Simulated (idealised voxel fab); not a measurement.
Presented below is a process module, voxel gate over fins.
Each square cell in cross-section cut measures 5 nm, and the section as a whole is 150 nm wide.
Square cells in a grid make up a cross-section in this document, and the grid is given as bands, listed from the top down, each one or more rows of cells.
Within each band entry, the heights of the top and of the bottom of the band appear first, in that order and in nm; the materials of the band then follow from left to right, each with its corresponding width in nm. The designation "all across" on a single material indicates that it fills the band from edge to edge; the designation "empty" indicates empty space.
Ref level 0: as-received wafer is one material below here. Bottom band extends down with no lower bound ("top 0, no bottom").
You'd read "30 to 40" like this: the band's top row of cells is as wide as the first number, its bottom row is as wide as the second, and going down, every row changes width by the same amount as the row before did.
Basically "nothing changed" means that step didn't change any cell in the cross-section.
"Enclosed cavities": empty spaces of 8 cells or more with no open way to the top, each given as width x height at distance, distance from the left edge, all in nm.
On a step's line, text after the settings is the simulator commenting on that step.
The setting "overlay nm" may be written on the line of a step. When the step uses a mask, the value reports how far to the right of the planned place the mask lay, and a negative value reports that it lay to the left.

THIS SECTION LISTS THE PROCESS STEPS THAT WERE PLANNED
1: RECEIVE: material Si
2: CONFORMAL_DEP: material SiN, thk nm 10
3: PATTERN: tone cover, mask id FINS, material resist, width nm 15, pitch nm 35, thk nm 15, overlay nm 0
4: DIRECTIONAL_ETCH: etch materials SiN, depth nm 10
5: DIRECTIONAL_ETCH: etch materials Si, depth nm 35
6: STRIP: etch materials resist
7: OXIDIZE: depth nm 5
8: FILL_DEP: material SiO2, thk nm 5
9: CMP: height nm 10
10: SELECTIVE_ETCH: etch materials SiO2, depth nm 25
11: STRIP: etch materials SiN
12: CONFORMAL_DEP: material HfO2, thk nm 5
13: CONFORMAL_DEP: material TiN, thk nm 5
14: FILL_DEP: material W, thk nm 15
15: CMP: height nm 20
16: CONFORMAL_DEP: material SiCN, thk nm 10

FIRST OF TWO WAFERS, WITH THE RUN CARRIED OUT AS PLANNED

WAFER AT RECEIPT (POST STEP 1), CROSS-SECTION
  top 0, no bottom  Si all across
  Enclosed cavities: none

ONCE STEP 2 IS THROUGH, THE WAFER LOOKS LIKE THIS IN CROSS-SECTION
  top 10, bottom 0  SiN all across
  Below 0, the layers are the same as they were.

ONCE STEP 3 IS THROUGH, THE WAFER LOOKS LIKE THIS IN CROSS-SECTION
  top 25, bottom 10  50 nm empty / 15 nm resist / 20 nm empty / 15 nm resist / 50 nm empty
  Below 10, the layers are the same as they were.

ONCE STEP 4 IS THROUGH, THE WAFER LOOKS LIKE THIS IN CROSS-SECTION
  top 25, bottom 10  50 nm empty / 15 nm resist / 20 nm empty / 15 nm resist / 50 nm empty
  top 10, bottom 0  50 nm empty / 15 nm SiN / 20 nm empty / 15 nm SiN / 50 nm empty
  Below 0, the layers are the same as they were.

ONCE STEP 5 IS THROUGH, THE WAFER LOOKS LIKE THIS IN CROSS-SECTION
  top 25, bottom 10  50 nm empty / 15 nm resist / 20 nm empty / 15 nm resist / 50 nm empty
  top 10, bottom 0  50 nm empty / 15 nm SiN / 20 nm empty / 15 nm SiN / 50 nm empty
  top 0, bottom -35  50 nm empty / 15 nm Si / 20 nm empty / 15 nm Si / 50 nm empty
  Below -35, the layers are the same as they were.

ONCE STEP 6 IS THROUGH, THE WAFER LOOKS LIKE THIS IN CROSS-SECTION
  top 10, bottom 0  50 nm empty / 15 nm SiN / 20 nm empty / 15 nm SiN / 50 nm empty
  Below 0, the layers are the same as they were.

ONCE STEP 7 IS THROUGH, THE WAFER LOOKS LIKE THIS IN CROSS-SECTION
  top 10, bottom 0  50 nm empty / 15 nm SiN / 20 nm empty / 15 nm SiN / 50 nm empty
  top 0, bottom -35  50 nm empty / 5 nm SiO2 / 5 nm Si / 5 nm SiO2 / 20 nm empty / 5 nm SiO2 / 5 nm Si / 5 nm SiO2 / 50 nm empty
  top -35, bottom -40  55 nm SiO2 / 5 nm Si / 30 nm SiO2 / 5 nm Si / 55 nm SiO2
  Below -40, the layers are the same as they were.

ONCE STEP 8 IS THROUGH, THE WAFER LOOKS LIKE THIS IN CROSS-SECTION
  top 15, bottom 10  SiO2 all across
  top 10, bottom 0  50 nm SiO2 / 15 nm SiN / 20 nm SiO2 / 15 nm SiN / 50 nm SiO2
  top 0, bottom -40  55 nm SiO2 / 5 nm Si / 30 nm SiO2 / 5 nm Si / 55 nm SiO2
  Below -40, the layers are the same as they were.

ONCE STEP 9 IS THROUGH, THE WAFER LOOKS LIKE THIS IN CROSS-SECTION
  top 10, bottom 0  50 nm SiO2 / 15 nm SiN / 20 nm SiO2 / 15 nm SiN / 50 nm SiO2
  Below 0, the layers are the same as they were.

ONCE STEP 10 IS THROUGH, THE WAFER LOOKS LIKE THIS IN CROSS-SECTION
  top 10, bottom 0  50 nm empty / 15 nm SiN / 20 nm empty / 15 nm SiN / 50 nm empty
  top 0, bottom -15  55 nm empty / 5 nm Si / 30 nm empty / 5 nm Si / 55 nm empty
  Below -15, the layers are the same as they were.

ONCE STEP 11 IS THROUGH, THE WAFER LOOKS LIKE THIS IN CROSS-SECTION
  top 0, bottom -15  55 nm empty / 5 nm Si / 30 nm empty / 5 nm Si / 55 nm empty
  Below -15, the layers are the same as they were.

ONCE STEP 12 IS THROUGH, THE WAFER LOOKS LIKE THIS IN CROSS-SECTION
  top 5, bottom 0  50 nm empty / 15 nm HfO2 / 20 nm empty / 15 nm HfO2 / 50 nm empty
  top 0, bottom -10  50 nm empty / 5 nm HfO2 / 5 nm Si / 5 nm HfO2 / 20 nm empty / 5 nm HfO2 / 5 nm Si / 5 nm HfO2 / 50 nm empty
  top -10, bottom -15  55 nm HfO2 / 5 nm Si / 30 nm HfO2 / 5 nm Si / 55 nm HfO2
  Below -15, the layers are the same as they were.

ONCE STEP 13 IS THROUGH, THE WAFER LOOKS LIKE THIS IN CROSS-SECTION
  top 10, bottom 5  45 nm empty / 25 nm TiN / 10 nm empty / 25 nm TiN / 45 nm empty
  top 5, bottom 0  45 nm empty / 5 nm TiN / 15 nm HfO2 / 5 nm TiN / 10 nm empty / 5 nm TiN / 15 nm HfO2 / 5 nm TiN / 45 nm empty
  top 0, bottom -5  45 nm empty / 5 nm TiN / 5 nm HfO2 / 5 nm Si / 5 nm HfO2 / 5 nm TiN / 10 nm empty / 5 nm TiN / 5 nm HfO2 / 5 nm Si / 5 nm HfO2 / 5 nm TiN / 45 nm empty
  top -5, bottom -10  50 nm TiN / 5 nm HfO2 / 5 nm Si / 5 nm HfO2 / 20 nm TiN / 5 nm HfO2 / 5 nm Si / 5 nm HfO2 / 50 nm TiN
  Below -10, the layers are the same as they were.

ONCE STEP 14 IS THROUGH, THE WAFER LOOKS LIKE THIS IN CROSS-SECTION
  top 25, bottom 10  W all across
  top 10, bottom 5  45 nm W / 25 nm TiN / 10 nm W / 25 nm TiN / 45 nm W
  top 5, bottom 0  45 nm W / 5 nm TiN / 15 nm HfO2 / 5 nm TiN / 10 nm W / 5 nm TiN / 15 nm HfO2 / 5 nm TiN / 45 nm W
  top 0, bottom -5  45 nm W / 5 nm TiN / 5 nm HfO2 / 5 nm Si / 5 nm HfO2 / 5 nm TiN / 10 nm W / 5 nm TiN / 5 nm HfO2 / 5 nm Si / 5 nm HfO2 / 5 nm TiN / 45 nm W
  Below -5, the layers are the same as they were.

ONCE STEP 15 IS THROUGH, THE WAFER LOOKS LIKE THIS IN CROSS-SECTION
  top 20, bottom 10  W all across
  Below 10, the layers are the same as they were.

ONCE STEP 16 IS THROUGH, THE WAFER LOOKS LIKE THIS IN CROSS-SECTION
  top 30, bottom 20  SiCN all across
  Below 20, the layers are the same as they were.

SECOND WAFER (IDENTICAL START AND PLAN, ONE PROCESSING ERROR; MATCHES FIRST WAFER THROUGH STEP 9)

PLANNED END OF STEP 10: SECOND WAFER, CROSS-SECTION
  top 10, bottom 0  50 nm empty / 15 nm SiN / 20 nm empty / 15 nm SiN / 50 nm empty
  top 0, bottom -5  55 nm empty / 5 nm Si / 30 nm empty / 5 nm Si / 55 nm empty
  Below -5, the layers are the same as they were.

PLANNED END OF STEP 11: SECOND WAFER, CROSS-SECTION
  top 0, bottom -5  55 nm empty / 5 nm Si / 30 nm empty / 5 nm Si / 55 nm empty
  Below -5, the layers are the same as they were.

PLANNED END OF STEP 12: SECOND WAFER, CROSS-SECTION
  top 5, bottom 0  50 nm empty / 15 nm HfO2 / 20 nm empty / 15 nm HfO2 / 50 nm empty
  top 0, bottom -5  55 nm HfO2 / 5 nm Si / 30 nm HfO2 / 5 nm Si / 55 nm HfO2
  Below -5, the layers are the same as they were.

PLANNED END OF STEP 13: SECOND WAFER, CROSS-SECTION
  top 10, bottom 5  45 nm empty / 25 nm TiN / 10 nm empty / 25 nm TiN / 45 nm empty
  top 5, bottom 0  50 nm TiN / 15 nm HfO2 / 20 nm TiN / 15 nm HfO2 / 50 nm TiN
  Below 0, the layers are the same as they were.

PLANNED END OF STEP 14: SECOND WAFER, CROSS-SECTION
  top 25, bottom 10  W all across
  top 10, bottom 5  45 nm W / 25 nm TiN / 10 nm W / 25 nm TiN / 45 nm W
  Below 5, the layers are the same as they were.

PLANNED END OF STEP 15: SECOND WAFER, CROSS-SECTION
  top 20, bottom 10  W all across
  Below 10, the layers are the same as they were.

PLANNED END OF STEP 16: SECOND WAFER, CROSS-SECTION
  top 30, bottom 20  SiCN all across
  Below 20, the layers are the same as they were.
In executing the process, a mistake was made relative to the plan: step 10 changed vs plan, executed as SELECTIVE_ETCH: etch materials SiO2, depth nm 15
It is noted that, at the conclusion of processing, the second wafer exhibits a higher or lower cell count for certain materials relative to the first: -8 HfO2; +56 SiO2; -8 TiN; -40 W
